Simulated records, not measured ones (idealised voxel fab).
Process module in this document: voxel wiring stack
Displayed cross-section: cut, width of 200 nm, square cells sized 5 nm.
Just so we're on the same page, the cross-sections are grids of square cells, and they're listed out in bands top to bottom, each band one or more rows deep.
Band entry format. Leading values: height of top, height of bottom, nm. Remainder: materials in left-to-right order, each with its width in nm. Special words: "full width" on a single material, which then fills the band edge to edge; "air", empty space.
Heights are reckoned from 0. Under this level, the received wafer is all of one material. The bottommost band is open-ended downward, for example "0 nm and below".
You'd read "30->40" like this: the band's top row of cells is as wide as the first number, its bottom row is as wide as the second, and going down, every row changes width by the same amount as the row before did.
Basically "changes: none" means that step didn't change any cell in the cross-section.
Entry "Sealed internal voids" = empty spaces >= 8 cells with no open way to the top; each as width x height at distance, distance from left edge, all nm.
Step line, after settings: the simulator's comment on this step.
When a step includes a mask, the "overlay nm" setting on its line states how far to the right of its planned place that mask lay, and negative values state how far to the left.

THE PLANNED PROCESS STEPS ARE ENUMERATED HEREUNDER
step 1: op RECEIVE | material Si
step 2: op CONFORMAL_DEP | material SiO2 | thk nm 15
step 3: op DIRECTIONAL_DEP | material TiN | thk nm 5
step 4: op DIRECTIONAL_DEP | material W | thk nm 25
step 5: op PATTERN | tone cover | mask id METAL_1 | material resist | width nm 25 | pitch nm 55 | thk nm 20 | overlay nm 0
step 6: op DIRECTIONAL_ETCH | etch materials W | depth nm 25
step 7: op DIRECTIONAL_ETCH | etch materials TiN | depth nm 5
step 8: op STRIP | etch materials resist
step 9: op CONFORMAL_DEP | material SiCN | thk nm 5
step 10: op FILL_DEP | material lowk | thk nm 5
step 11: op CMP | height nm 45
step 12: op CONFORMAL_DEP | material SiCN | thk nm 5
step 13: op DIRECTIONAL_DEP | material lowk | thk nm 20
step 14: op DIRECTIONAL_DEP | material aC | thk nm 15
step 15: op PATTERN | tone open | mask id PLUG_1 | material resist | width nm 15 | thk nm 30 | overlay nm 0
step 16: op DIRECTIONAL_ETCH | etch materials aC | depth nm 15
step 17: op STRIP | etch materials resist
step 18: op DIRECTIONAL_ETCH | etch materials lowk | depth nm 20
step 19: op DIRECTIONAL_ETCH | etch materials SiCN | depth nm 5
step 20: op STRIP | etch materials aC
step 21: op EPI | material Ru | thk nm 10
step 22: op EPI | material Ru | thk nm 10
step 23: op EPI | material Ru | thk nm 5
step 24: op DIRECTIONAL_DEP | material TiN | thk nm 5
step 25: op DIRECTIONAL_DEP | material Ru | thk nm 20
step 26: op DIRECTIONAL_DEP | material aC | thk nm 15
step 27: op PATTERN | tone cover | mask id METAL_2 | material resist | width nm 25 | pitch nm 55 | thk nm 30 | overlay nm 0
step 28: op DIRECTIONAL_ETCH | etch materials aC | depth nm 15
step 29: op STRIP | etch materials resist
step 30: op DIRECTIONAL_ETCH | etch materials Ru | depth nm 20
step 31: op DIRECTIONAL_ETCH | etch materials TiN | depth nm 5
step 32: op STRIP | etch materials aC
step 33: op CONFORMAL_DEP | material SiN | thk nm 5
step 34: op FILL_DEP | material SiO2 | thk nm 10
step 35: op CMP | height nm 95
step 36: op CONFORMAL_DEP | material SiCN | thk nm 5
step 37: op DIRECTIONAL_DEP | material lowk | thk nm 10
step 38: op DIRECTIONAL_DEP | material aC | thk nm 10
step 39: op PATTERN | tone open | mask id PLUG_2 | material resist | width nm 15 | pitch nm 55 | thk nm 25 | overlay nm 0
step 40: op DIRECTIONAL_ETCH | etch materials aC | depth nm 10
step 41: op STRIP | etch materials resist
step 42: op DIRECTIONAL_ETCH | etch materials lowk | depth nm 10
step 43: op DIRECTIONAL_ETCH | etch materials SiCN | depth nm 5
step 44: op STRIP | etch materials aC
step 45: op CONFORMAL_DEP | material TiN | thk nm 5
step 46: op FILL_DEP | material Ru | thk nm 10
step 47: op CMP | height nm 110
step 48: op CONFORMAL_DEP | material SiN | thk nm 5
step 49: op DIRECTIONAL_DEP | material SiO2 | thk nm 25
step 50: op PATTERN | tone open | mask id METAL_3 | material resist | width nm 25 | pitch nm 55 | thk nm 20 | overlay nm 0
step 51: op DIRECTIONAL_ETCH | etch materials SiO2 | depth nm 25
step 52: op DIRECTIONAL_ETCH | etch materials SiN | depth nm 5
step 53: op STRIP | etch materials resist
step 54: op CONFORMAL_DEP | material TiN | thk nm 5
step 55: op FILL_DEP | material Cu | thk nm 10
step 56: op CMP | height nm 140
step 57: op CONFORMAL_DEP | material SiCN | thk nm 5

AS RECEIVED, AFTER STEP 1
* 0 nm and below = Si full width
* Sealed internal voids: none

STARTING STRUCTURE AND PROCESS PLAN ARE AS SHOWN ABOVE, BUT ONE MISTAKE WAS MADE IN RUNNING THE MODULE; THE WAFER CROSS-SECTION AT THE END OF THE MODULE FOLLOWS
* 150 nm to 145 nm = SiCN full width
* 145 nm to 140 nm = TiN 65 nm / Cu 15 nm / TiN 40 nm / Cu 15 nm / TiN 65 nm
* 140 nm to 115 nm = SiO2 60 nm / TiN 5 nm / Cu 15 nm / TiN 5 nm / SiO2 30 nm / TiN 5 nm / Cu 15 nm / TiN 5 nm / SiO2 60 nm
* 115 nm to 110 nm = SiN 60 nm / TiN 25 nm / SiN 30 nm / TiN 25 nm / SiN 60 nm
* 110 nm to 100 nm = lowk 60 nm / TiN 5 nm / Ru 5 nm / TiN 5 nm / lowk 40 nm / TiN 5 nm / Ru 5 nm / TiN 5 nm / lowk 70 nm
* 100 nm to 95 nm = SiCN 60 nm / TiN 15 nm / SiCN 40 nm / TiN 15 nm / SiCN 70 nm
* 95 nm to 75 nm = SiO2 55 nm / SiN 5 nm / Ru 25 nm / SiN 5 nm / SiO2 20 nm / SiN 5 nm / Ru 25 nm / SiN 5 nm / SiO2 55 nm
* 75 nm to 70 nm = SiN 60 nm / TiN 25 nm / SiN 30 nm / TiN 25 nm / SiN 60 nm
* 70 nm to 50 nm = lowk 60 nm / Ru 15 nm / lowk 125 nm
* 50 nm to 45 nm = SiCN 60 nm / Ru 15 nm / SiCN 125 nm
* 45 nm to 20 nm = lowk 55 nm / SiCN 5 nm / W 25 nm / SiCN 5 nm / lowk 20 nm / SiCN 5 nm / W 25 nm / SiCN 5 nm / lowk 55 nm
* 20 nm to 15 nm = SiCN 60 nm / TiN 25 nm / SiCN 30 nm / TiN 25 nm / SiCN 60 nm
* 15 nm to 0 nm = SiO2 full width
* 0 nm and below = Si full width
* Sealed internal voids: none
Plan not followed: planned and actual differ for step 56; actual: op CMP | height nm 145
